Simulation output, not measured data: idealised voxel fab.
The following process module bears the name voxel capacitor over wiring.
The figure presents cross-section cut, which has a width of 220 nm and is divided into square cells with an edge length of 5 nm.
Cross-section layout: square cells on a grid; listed as bands, top to bottom; a band spans one or more cell rows. The entry gives the band's vertical extent as a top height and a bottom height in nm, then its horizontal make-up as materials from left to right, each with a width in nm. "air" stands for empty space; a single material marked "edge to edge" fills the band edge to edge. Zero point of the height axis is 0; under it, received wafer = one material. Lowest band: continues down indefinitely, "0 nm and below". Width spec "30..40" -> top row of cells at first value, bottom row at second value, equal per-row change in between. It should be understood that the words "nothing got changed", when stated for a given step, signify that the cross-section underwent no change in any of its cells during that step. The entry titled "Unvented cavities" provides the empty spaces that have no open way to the top, restricted to those of 8 cells or more. Each is presented as width x height at distance, the distance being measured from the left edge, with all three in nm. On each step's line, the part that comes after the settings is the simulator's own comment on the step. A step line may carry the setting "overlay nm", which, for steps involving a mask, states the distance by which the mask lay to the right of its intended position; negative values denote displacement to the left.
## The steps planned for the process are as follows
step 1: RECEIVE | material Si
step 2: CONFORMAL_DEP | material SiO2 | thk nm 10
step 3: DIRECTIONAL_DEP | material TiN | thk nm 5
step 4: DIRECTIONAL_DEP | material W | thk nm 20
step 5: MASKED_ETCH | tone cover | mask id METAL_1 | width nm 30 | pitch nm 100 | etch materials W | depth nm 20 | overlay nm 0
step 6: MASKED_ETCH | tone cover | mask id METAL_1 | width nm 20 | pitch nm 100 | etch materials TiN | depth nm 5 | overlay nm 0
step 7: CONFORMAL_DEP | material SiN | thk nm 5
step 8: FILL_DEP | material lowk | thk nm 10
step 9: CMP | height nm 35
step 10: CONFORMAL_DEP | material SiCN | thk nm 5
step 11: DIRECTIONAL_DEP | material lowk | thk nm 15
step 12: PATTERN | tone open | mask id PLUG_1 | material resist | width nm 15 | thk nm 15 | overlay nm 0
step 13: DIRECTIONAL_ETCH | etch materials lowk | depth nm 15
step 14: DIRECTIONAL_ETCH | etch materials SiCN | depth nm 5
step 15: STRIP | etch materials resist
step 16: EPI | material Ru | thk nm 10
step 17: EPI | material Ru | thk nm 10
step 18: DIRECTIONAL_DEP | material TiN | thk nm 10
step 19: DIRECTIONAL_DEP | material Al2O3 | thk nm 5
step 20: DIRECTIONAL_DEP | material TiN | thk nm 5
step 21: MASKED_ETCH | tone cover | mask id UPPER_PLATE | width nm 75 | etch materials TiN | depth nm 5 | overlay nm 0
step 22: MASKED_ETCH | tone cover | mask id UPPER_PLATE | width nm 75 | etch materials Al2O3 | depth nm 5 | overlay nm 0
step 23: MASKED_ETCH | tone cover | mask id LOWER_PLATE | width nm 85 | etch materials TiN | depth nm 10 | overlay nm 0
step 24: FILL_DEP | material SiO2 | thk nm 15
step 25: CMP | height nm 85
step 26: MASKED_ETCH | tone open | mask id PLUG_2 | width nm 15 | etch materials SiO2 | depth nm 10 | overlay nm 0
step 27: CONFORMAL_DEP | material TiN | thk nm 5
step 28: FILL_DEP | material W | thk nm 10
step 29: CMP | height nm 85
step 30: CONFORMAL_DEP | material SiN | thk nm 5
The value of width nm given for step 6 in the plan refers to the first wafer; the wafers vary in this setting and are alike at the start.
## Sectional view: first of several wafers, as received, after step 1
0 nm and below  Si edge to edge
Unvented cavities: none
## Cross-section of the first of several wafers, taken after step 30, where the module ends
90 nm to 85 nm  SiN edge to edge
85 nm to 80 nm  70 SiO2 | 5 TiN | 5 W | 5 TiN | 135 SiO2
80 nm to 70 nm  70..60 SiO2 | 15..75 TiN | 135..85 SiO2
70 nm to 65 nm  60 SiO2 | 75 Al2O3 | 85 SiO2
65 nm to 55 nm  55 SiO2 | 85 TiN | 80 SiO2
55 nm to 40 nm  60 lowk | 15 Ru | 145 lowk
40 nm to 35 nm  60 SiCN | 15 Ru | 145 SiCN
35 nm to 15 nm  40 lowk | 5 SiN | 30 W | 5 SiN | 60 lowk | 5 SiN | 30 W | 5 SiN | 40 lowk
15 nm to 10 nm  45 SiN | 30 TiN | 70 SiN | 30 TiN | 45 SiN
10 nm to 0 nm  SiO2 edge to edge
0 nm and below  Si edge to edge
Unvented cavities: none
## Sectional view of the last wafer upon completion of the module
90 nm to 85 nm  SiN edge to edge
85 nm to 80 nm  70 SiO2 | 5 TiN | 5 W | 5 TiN | 135 SiO2
80 nm to 70 nm  70..60 SiO2 | 15..75 TiN | 135..85 SiO2
70 nm to 65 nm  60 SiO2 | 75 Al2O3 | 85 SiO2
65 nm to 55 nm  55 SiO2 | 85 TiN | 80 SiO2
55 nm to 40 nm  60 lowk | 15 Ru | 145 lowk
40 nm to 35 nm  60 SiCN | 15 Ru | 145 SiCN
35 nm to 20 nm  40 lowk | 5 SiN | 30 W | 5 SiN | 60 lowk | 5 SiN | 30 W | 5 SiN | 40 lowk
20 nm to 15 nm  35 lowk | 10 SiN | 30 W | 15 SiN | 45 lowk | 10 SiN | 30 W | 15 SiN | 30 lowk
15 nm to 10 nm  40 SiN | 45 TiN | 55 SiN | 45 TiN | 35 SiN
10 nm to 0 nm  SiO2 edge to edge
0 nm and below  Si edge to edge
Unvented cavities: none
## Wafer rows, end of module: cells per material gained (+) or lost (-) since receipt; closed voids last
width nm 20 | +15 Al2O3 | +12 Ru | +41 SiCN | +92 SiN | +282 SiO2 | +66 TiN | +49 W | +235 lowk | Unvented cavities: none
width nm 25 | +15 Al2O3 | +12 Ru | +41 SiCN | +92 SiN | +282 SiO2 | +66 TiN | +49 W | +235 lowk | Unvented cavities: none
width nm 30 | +15 Al2O3 | +12 Ru | +41 SiCN | +92 SiN | +282 SiO2 | +66 TiN | +49 W | +235 lowk | Unvented cavities: none
width nm 35 | +15 Al2O3 | +12 Ru | +41 SiCN | +92 SiN | +282 SiO2 | +68 TiN | +49 W | +233 lowk | Unvented cavities: none
width nm 40 | +15 Al2O3 | +12 Ru | +41 SiCN | +92 SiN | +282 SiO2 | +70 TiN | +49 W | +231 lowk | Unvented cavities: none
width nm 45 | +15 Al2O3 | +12 Ru | +41 SiCN | +92 SiN | +282 SiO2 | +72 TiN | +49 W | +229 lowk | Unvented cavities: none
